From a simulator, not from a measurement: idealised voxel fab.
voxel self aligned contacts: a process module
Square cells of 5 nm make up the cross-section cut, whose width is 160 nm.
Bands, listed from the top down, are how a cross-section gets written in this document; the cross-section itself is a grid of square cells, and a band is one or more rows of them. It is stipulated that each band's entry specify, in nanometres, the height of the top of the band and then that of its bottom, followed by the materials of the band in left-to-right sequence, each together with its width in nanometres. A single material marked by the word "edge to edge" is understood to fill the band from edge to edge; the word "empty" is understood to denote empty space. Counting heights begins at 0, where everything beneath is, in the wafer as received, one material. The lowest band has no bottom; it goes on downwards, as "top 0, no bottom" shows. A width such as "30->40" changes by the same amount from each row of cells to the next, from the band's top row to its bottom row. "no change occurred" means the step left every cell of the cross-section as it was. Entry "Voids lacking openings" = empty spaces >= 8 cells with no open way to the top; each as width x height at distance, distance from left edge, all nm. Past the settings on a step's line: simulator remark, on that step. When a step includes a mask, the "overlay nm" setting on its line states how far to the right of its planned place that mask lay, and negative values state how far to the left.

Intended process steps
1 RECEIVE, material Si
2 OXIDIZE, depth nm 5
3 DIRECTIONAL_DEP, material polySi, thk nm 30
4 DIRECTIONAL_DEP, material SiN, thk nm 25
5 DIRECTIONAL_DEP, material aC, thk nm 15
6 PATTERN, tone cover, mask id GATE, material resist, width nm 25, pitch nm 65, thk nm 35, overlay nm 0
7 DIRECTIONAL_ETCH, etch materials aC, depth nm 15
8 STRIP, etch materials resist
9 DIRECTIONAL_ETCH, etch materials SiN, depth nm 25
10 DIRECTIONAL_ETCH, etch materials polySi, depth nm 30
11 STRIP, etch materials aC
12 CONFORMAL_DEP, material SiN, thk nm 10
13 DIRECTIONAL_ETCH, etch materials SiN, depth nm 10
14 FILL_DEP, material SiO2, thk nm 20
15 CMP, height nm 65
16 MASKED_ETCH, tone open, mask id CONTACT, width nm 50, etch materials SiO2, depth nm 70, overlay nm 0
17 CONFORMAL_DEP, material TiN, thk nm 5
18 FILL_DEP, material Ru, thk nm 5
19 CMP, height nm 65
20 CONFORMAL_DEP, material SiN, thk nm 5

Cross-section of the wafer as it came to us, i.e., already through step 1
top 0, no bottom | Si edge to edge
Voids lacking openings: none

Cross-section taken at module completion on the first of two wafers; processed per the plan
top 70, bottom 65 | SiN edge to edge
top 65, bottom 55 | 55 SiO2 | 5->20 TiN | 40->10 Ru | 5->20 TiN | 55 SiO2
top 55, bottom 30 | 25 SiO2 | 45 SiN | 5 TiN | 10 Ru | 5 TiN | 45 SiN | 25 SiO2
top 30, bottom 0 | 25 SiO2 | 10 SiN | 25 polySi | 10 SiN | 5 TiN | 10 Ru | 5 TiN | 10 SiN | 25 polySi | 10 SiN | 25 SiO2
top 0, bottom -5 | 70 SiO2 | 20 TiN | 70 SiO2
top -5, no bottom | Si edge to edge
Voids lacking openings: none

The second wafer, shown in cross-section after the module: started the same way as the first and given the same plan, yet one mistake crept into how it was run
top 70, bottom 65 | SiN edge to edge
top 65, bottom 55 | 55 SiO2 | 5->20 TiN | 40->10 Ru | 5->20 TiN | 55 SiO2
top 55, bottom 35 | 25 SiO2 | 45 SiN | 5 TiN | 10 Ru | 5 TiN | 45 SiN | 25 SiO2
top 35, bottom 30 | 25 SiO2 | 45 SiN | 20 TiN | 45 SiN | 25 SiO2
top 30, bottom 0 | SiN edge to edge
top 0, bottom -5 | SiO2 edge to edge
top -5, no bottom | Si edge to edge
Voids lacking openings: none
Run error: step 3, actual vs plan mismatch, actual run DIRECTIONAL_DEP, material SiN, thk nm 30
The second wafer ends with more or fewer cells of some materials than the first, per final count: -14 Ru | +144 SiN | -56 SiO2 | -14 TiN | -60 polySi
